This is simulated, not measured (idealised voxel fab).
process module | voxel tone inversion
cross-section cut | 300 nm wide | cells 5 nm
A cross-section is a grid of square cells, given in bands from the top down. A band is one or more rows of cells.
Each band's line starts with the height of the band's top and of its bottom, in nm. Then come its materials from left to right, each with its width in nm. One material with "throughout" fills the band from edge to edge. "air" is empty space.
Height 0 is the level under which the wafer as received is all one material. The lowest band goes on downwards, as in "0 down".
A width such as "30 to 40" changes by the same amount from each row of cells to the next, from the band's top row to its bottom row.
"no change" after a step means that no cell of the cross-section changed.
closed voids: empty space of 8 cells or more with no open way to the top, each as width x height at its distance from the left edge, in nm
after a step's settings: what the simulator itself notes on the step
overlay nm, on a step with a mask: how far to the right of its planned place the mask lay; to the left if negative
plan
1 op RECEIVE | material Si
2 op CONFORMAL_DEP | material SiCN | thk nm 10
3 op DIRECTIONAL_DEP | material polySi | thk nm 15
4 op PATTERN | tone cover | mask id POSTS | material resist | width nm 20 | pitch nm 35 | thk nm 20 | overlay nm 0
5 op DIRECTIONAL_ETCH | etch materials polySi | depth nm 15
6 op STRIP | etch materials resist
7 op FILL_DEP | material lowk | thk nm 5
8 op CMP | height nm 25
9 op STRIP | etch materials polySi
as received, after step 1
  0 down: Si throughout
  closed voids: none
a wafer at the end: this start, this plan, one mistake
  25 to 15: SiCN throughout
  15 to 0: polySi throughout
  0 down: Si throughout
  closed voids: none
what went wrong: steps 2 and 3 were swapped
